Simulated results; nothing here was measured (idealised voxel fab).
Documented hereafter: the process module known as voxel plated lines.
cross-section cut | 215 nm wide | cells 5 nm
In what follows, cross-sections appear as grids of square cells, described through bands that run from the top down, where every band is one or more rows of cells. Band entry format. Leading values: height of top, height of bottom, nm. Remainder: materials in left-to-right order, each with its width in nm. Special words: "all across" on a single material, which then fills the band edge to edge; "empty", empty space. Heights are measured from 0, the level below which the as-received wafer is all one material; the lowest band has no bottom and continues downward, written as in "0..down". Width spec "30->40" -> top row of cells at first value, bottom row at second value, equal per-row change in between. You'll sometimes find "nothing got changed" written for a step, and that's the way of saying that nowhere in the cross-section did a cell change during that step. "Closed-off voids": empty spaces of 8 cells or more with no open way to the top, each given as width x height at distance, distance from the left edge, all in nm. If you see something after the settings on a step's line, that's the simulator's own remark about that step. You can add "overlay nm" to a step's line. For a step with a mask, it describes how far the mask lay to the right of its planned position, and a negative number describes a lay to the left.

So here's the lineup of process steps we planned:
step 1: RECEIVE with material Si
step 2: CONFORMAL_DEP with material SiO2, thk nm 15
step 3: DIRECTIONAL_DEP with material TiN, thk nm 5
step 4: PATTERN with tone open, mask id LINES, material resist, width nm 15, pitch nm 40, thk nm 40, overlay nm 0
step 5: EPI with material Ru, thk nm 10
step 6: EPI with material Ru, thk nm 5
step 7: EPI with material Ru, thk nm 5
step 8: STRIP with etch materials resist
step 9: DIRECTIONAL_ETCH with etch materials TiN, depth nm 5
step 10: CONFORMAL_DEP with material SiN, thk nm 10
Be aware that, although all wafers share a common starting state, the width nm at step 4 differs among them, and the plan displays the first wafer's value.

As-received cross-section, first of several wafers, post step 1:
  0..down  Si all across
  Closed-off voids: none

Tabulated below, wafer by wafer, are the end-of-module results: for each material, the number of cells gained (+) or lost (-) relative to the as-received state, followed by the closed voids:
width nm 15 | +36 Ru | +146 SiN | +129 SiO2 | +9 TiN | Closed-off voids: none
width nm 20 | +48 Ru | +146 SiN | +129 SiO2 | +12 TiN | Closed-off voids: none
width nm 25 | +60 Ru | +136 SiN | +129 SiO2 | +15 TiN | Closed-off voids: none
